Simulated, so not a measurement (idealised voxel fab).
A process module follows: voxel double patterning.
Cross-section cut: width 265 nm, square cells of 5 nm.
Cross-section = grid of square cells, listed top down in bands; band = one or more rows.
Read a band's entry like this: the first values are the height of its top and the height of its bottom in nm, and what follows is the sequence of materials from left to right, each with its width in nm. Note that "blank" is empty space, and that a single material marked "edge to edge" reaches across the band from edge to edge.
Convention: height 0 is the level below which the wafer, as received, is all one material. The lowest band does not terminate at the bottom but continues downward, represented as "0 -> down".
Width spec "30 to 40" -> top row of cells at first value, bottom row at second value, equal per-row change in between.
"nothing changed" means the step left every cell of the cross-section as it was.
Empty spaces counting at least 8 cells and having no open way to the top are listed in "Encapsulated voids". The notation width x height at distance is used for each, the distance being from the left edge and all three values in nm.
Heads up: the bit after the settings on a step's line is the simulator's remark on that step.
When a step includes a mask, the "overlay nm" setting on its line states how far to the right of its planned place that mask lay, and negative values state how far to the left.

[Listed below are the process steps as planned]
| 1 | RECEIVE [material Si] |
| 2 | CONFORMAL_DEP [material SiO2] [thk nm 5] |
| 3 | DIRECTIONAL_DEP [material W] [thk nm 20] |
| 4 | DIRECTIONAL_DEP [material SiCN] [thk nm 10] |
| 5 | PATTERN [tone open] [mask id FIRST] [material resist] [width nm 15] [pitch nm 50] [thk nm 15] [overlay nm 0] |
| 6 | DIRECTIONAL_ETCH [etch materials SiCN] [depth nm 10] |
| 7 | STRIP [etch materials resist] |
| 8 | PATTERN [tone open] [mask id SECOND] [material resist] [width nm 15] [thk nm 15] [overlay nm 0] |
| 9 | DIRECTIONAL_ETCH [etch materials SiCN] [depth nm 10] |
| 10 | STRIP [etch materials resist] |
| 11 | DIRECTIONAL_ETCH [etch materials W] [depth nm 20] |
| 12 | STRIP [etch materials SiCN] |

[This is the cross-section of the wafer as we received it, i.e. after step 1]
    0 -> down | Si edge to edge
    Encapsulated voids: none

[Cross-section at module end, one run error; start and plan unchanged from above]
    25 -> 0 | SiO2 edge to edge
    0 -> down | Si edge to edge
    Encapsulated voids: none
What was the processing mistake? so step 3 ended up running with a different setting than we planned, it ran as DIRECTIONAL_DEP [material SiO2] [thk nm 20]
